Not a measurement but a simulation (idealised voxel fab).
Name of the process module below: voxel wiring stack
Displayed cross-section: cut, width of 260 nm, square cells sized 5 nm.
Think of the cross-section as a grid of square cells. We describe it in bands, top to bottom, and each band covers one or more rows of those cells. Top height, bottom height, nm. Materials left to right, width each, nm. Single material + "throughout" = fills band edge to edge. "empty" = empty. Basically, 0 is our baseline, since under it the wafer straight out of the box is all one material. The bottom band has no lower end and keeps on going down, so it looks like "0 down". The two numbers in a width such as "30 to 40" mark its ends across the band: the first belongs to the top row of cells, the second to the bottom row, and from each row to the next the width moves by the same amount. "nothing altered", as given for a step, is the statement that not any cell of the cross-section underwent a change during that step. Under "Enclosed empty spaces" you'll find the enclosed gaps, the ones with no way out to the top, that are 8 cells or bigger; each reads width x height at distance, with distance counted from the left edge, everything in nm. That trailing text on a step's line, after the settings, is the simulator's own remark on the step. "overlay nm" on a masked step: distance the mask lay right of its planned place, negative for left.
Intended process steps
1. RECEIVE (material Si)
2. CONFORMAL_DEP (material SiO2; thk nm 15)
3. CONFORMAL_DEP (material SiN; thk nm 5)
4. DIRECTIONAL_DEP (material lowk; thk nm 15)
5. MASKED_ETCH (tone open; mask id METAL_1; width nm 25; pitch nm 50; etch materials lowk; depth nm 15; overlay nm 0)
6. MASKED_ETCH (tone open; mask id METAL_1; width nm 25; pitch nm 50; etch materials SiN; depth nm 5; overlay nm 0)
7. CONFORMAL_DEP (material TiN; thk nm 5)
8. FILL_DEP (material W; thk nm 10)
9. CMP (height nm 35)
10. EPI (material Ru; thk nm 5)
11. FILL_DEP (material SiCN; thk nm 5)
12. DIRECTIONAL_DEP (material lowk; thk nm 35)
13. PATTERN (tone open; mask id METAL_2_HOLES; material resist; width nm 15; thk nm 15; overlay nm 0)
14. DIRECTIONAL_ETCH (etch materials lowk; depth nm 35)
15. STRIP (etch materials resist)
16. DIRECTIONAL_DEP (material aC; thk nm 15)
17. PATTERN (tone open; mask id METAL_2; material resist; width nm 25; pitch nm 50; thk nm 35; overlay nm 0)
18. DIRECTIONAL_ETCH (etch materials aC; depth nm 15)
19. STRIP (etch materials resist)
20. DIRECTIONAL_ETCH (etch materials lowk; depth nm 20)
21. DIRECTIONAL_ETCH (etch materials SiCN; depth nm 5)
22. STRIP (etch materials aC)
23. CONFORMAL_DEP (material TiN; thk nm 5)
24. FILL_DEP (material Cu; thk nm 5)
25. CMP (height nm 80)
26. CONFORMAL_DEP (material SiCN; thk nm 5)
Received-state cross-section, reflecting completion of step 1
	0 down: Si throughout
	Enclosed empty spaces: none
Below is the wafer in cross-section after the module was completed. It began from the starting point shown above and followed the plan shown above, except that one mistake was made while running it
	85 to 80: SiCN throughout
	80 to 65: lowk: 90  TiN: 5  Cu: 15  TiN: 5  lowk: 25  TiN: 5  Cu: 15  TiN: 5  lowk: 95
	65 to 60: lowk: 90  TiN: 5  Cu: 5  TiN: 15  lowk: 25  TiN: 25  lowk: 95
	60 to 45: lowk: 90  TiN: 5  Cu: 5  TiN: 5  lowk: 155
	45 to 40: SiCN: 90  TiN: 15  SiCN: 155
	40 to 35: Ru: 95  SiCN: 15  Ru: 35  SiCN: 15  Ru: 100
	35 to 25: W: 85  TiN: 5  lowk: 25  TiN: 5  W: 15  TiN: 5  lowk: 25  TiN: 5  W: 90
	25 to 20: TiN: 90  lowk: 25  TiN: 25  lowk: 25  TiN: 95
	20 to 15: SiN throughout
	15 to 0: SiO2 throughout
	0 down: Si throughout
	Enclosed empty spaces: none
Plan not followed: note that step 5 departed from the planned setting and was carried out as MASKED_ETCH (tone cover; mask id METAL_1; width nm 25; pitch nm 50; etch materials lowk; depth nm 15; overlay nm 0)
